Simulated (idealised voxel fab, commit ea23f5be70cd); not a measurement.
Process module, titled voxel released beams
Displayed cross-section: cut, width of 280 nm, square cells sized 5 nm.
Think of the cross-section as a grid of square cells. We describe it in bands, top to bottom, and each band covers one or more rows of those cells.
Per band: top height and bottom height in nm, followed by the left-to-right materials and their widths in nm; "edge to edge" marks a single material spanning edge to edge, "blank" marks empty space.
Heights are expressed relative to 0, this being the level below which the as-received wafer comprises one material exclusively. The lowest band is unbounded in the downward direction and is denoted as in "top 0, no bottom".
A width such as "30->40" changes by the same amount from each row of cells to the next, from the band's top row to its bottom row.
For the purposes of this document, the phrase "remained unchanged" attached to a step denotes that no cell within the cross-section was modified by that step.
The entry "Enclosed internal cavities" lists the empty spaces that cover at least 8 cells and have no open path to the top. Each is written as width x height at distance, where the distance is measured from the left edge and all three values are in nm.
Anything after a step's settings on that line? It's the simulator's own note about the step.
"overlay nm" answers the question of how far to the right of plan the mask lay on a step that has a mask, and when it is negative the answer is to the left.

### Below is the list of planned process steps
1. RECEIVE: material Si
2. CONFORMAL_DEP: material Al2O3, thk nm 10
3. DIRECTIONAL_DEP: material SiO2, thk nm 15
4. PATTERN: tone open, mask id ANCHOR, material resist, width nm 30, thk nm 15, overlay nm 0
5. DIRECTIONAL_ETCH: etch materials SiO2, depth nm 15
6. STRIP: etch materials resist
7. CONFORMAL_DEP: material SiN, thk nm 10
8. PATTERN: tone cover, mask id BEAM, material resist, width nm 75, thk nm 15, overlay nm 0
9. DIRECTIONAL_ETCH: etch materials SiN, depth nm 10
10. STRIP: etch materials resist
11. STRIP: etch materials SiO2

### Run as planned: first of two wafers

### Incoming wafer, cross-sectional view, post step 1
- top 0, no bottom = Si edge to edge
- Enclosed internal cavities: none

### The wafer, seen in cross-section, after step 2
- top 10, bottom 0 = Al2O3 edge to edge
- Below a height of 0, the structure has not been altered.

### The wafer, seen in cross-section, after step 3
- top 25, bottom 10 = SiO2 edge to edge
- Below a height of 10, the structure has not been altered.

### The wafer, seen in cross-section, after step 4
- top 40, bottom 25 = 105 resist, 30 blank, 145 resist
- Below a height of 25, the structure has not been altered.

### The wafer, seen in cross-section, after step 5
- top 40, bottom 25 = 105 resist, 30 blank, 145 resist
- top 25, bottom 10 = 105 SiO2, 30 blank, 145 SiO2
- Below a height of 10, the structure has not been altered.

### The wafer, seen in cross-section, after step 6
- top 25, bottom 10 = 105 SiO2, 30 blank, 145 SiO2
- Below a height of 10, the structure has not been altered.

### The wafer, seen in cross-section, after step 7
- top 35, bottom 25 = 115 SiN, 10 blank, 155 SiN
- top 25, bottom 20 = 105 SiO2, 10 SiN, 10 blank, 10 SiN, 145 SiO2
- top 20, bottom 10 = 105 SiO2, 30 SiN, 145 SiO2
- Below a height of 10, the structure has not been altered.

### The wafer, seen in cross-section, after step 8
- top 50, bottom 35 = 100 blank, 75 resist, 105 blank
- top 35, bottom 25 = 115 SiN, 10 resist, 155 SiN
- top 25, bottom 20 = 105 SiO2, 10 SiN, 10 resist, 10 SiN, 145 SiO2
- Below a height of 20, the structure has not been altered.

### The wafer, seen in cross-section, after step 9
- top 50, bottom 35 = 100 blank, 75 resist, 105 blank
- top 35, bottom 25 = 100 blank, 15 SiN, 10 resist, 50 SiN, 105 blank
- Below a height of 25, the structure has not been altered.

### The wafer, seen in cross-section, after step 10
- top 35, bottom 25 = 100 blank, 15 SiN, 10 blank, 50 SiN, 105 blank
- top 25, bottom 20 = 105 SiO2, 10 SiN, 10 blank, 10 SiN, 145 SiO2
- Below a height of 20, the structure has not been altered.

### The wafer, seen in cross-section, after step 11
- top 35, bottom 25 = 100 blank, 15 SiN, 10 blank, 50 SiN, 105 blank
- top 25, bottom 20 = 105 blank, 10 SiN, 10 blank, 10 SiN, 145 blank
- top 20, bottom 10 = 105 blank, 30 SiN, 145 blank
- Below a height of 10, the structure has not been altered.

### second wafer: like start, like plan, one mistake. Through step 7 it matches the first wafer

### Second wafer, cut view, end of step 8 per plan
- top 50, bottom 35 = 105 blank, 65 resist, 110 blank
- top 35, bottom 25 = 115 SiN, 10 resist, 155 SiN
- top 25, bottom 20 = 105 SiO2, 10 SiN, 10 resist, 10 SiN, 145 SiO2
- Below a height of 20, the structure has not been altered.

### Second wafer, cut view, end of step 9 per plan
- top 50, bottom 35 = 105 blank, 65 resist, 110 blank
- top 35, bottom 25 = 105 blank, 10 SiN, 10 resist, 45 SiN, 110 blank
- Below a height of 25, the structure has not been altered.

### Second wafer, cut view, end of step 10 per plan
- top 35, bottom 25 = 105 blank, 10 SiN, 10 blank, 45 SiN, 110 blank
- top 25, bottom 20 = 105 SiO2, 10 SiN, 10 blank, 10 SiN, 145 SiO2
- Below a height of 20, the structure has not been altered.

### Second wafer, cut view, end of step 11 per plan
- top 35, bottom 25 = 105 blank, 10 SiN, 10 blank, 45 SiN, 110 blank
- top 25, bottom 20 = 105 blank, 10 SiN, 10 blank, 10 SiN, 145 blank
- top 20, bottom 10 = 105 blank, 30 SiN, 145 blank
- Below a height of 10, the structure has not been altered.
What was done differently from what was planned? heads up, step 8 didn't go per plan, it actually ran as PATTERN: tone cover, mask id BEAM, material resist, width nm 65, thk nm 15, overlay nm 0
Per the end-of-run cell counts, the second wafer holds more or fewer of some materials than the first: 4 fewer of SiN
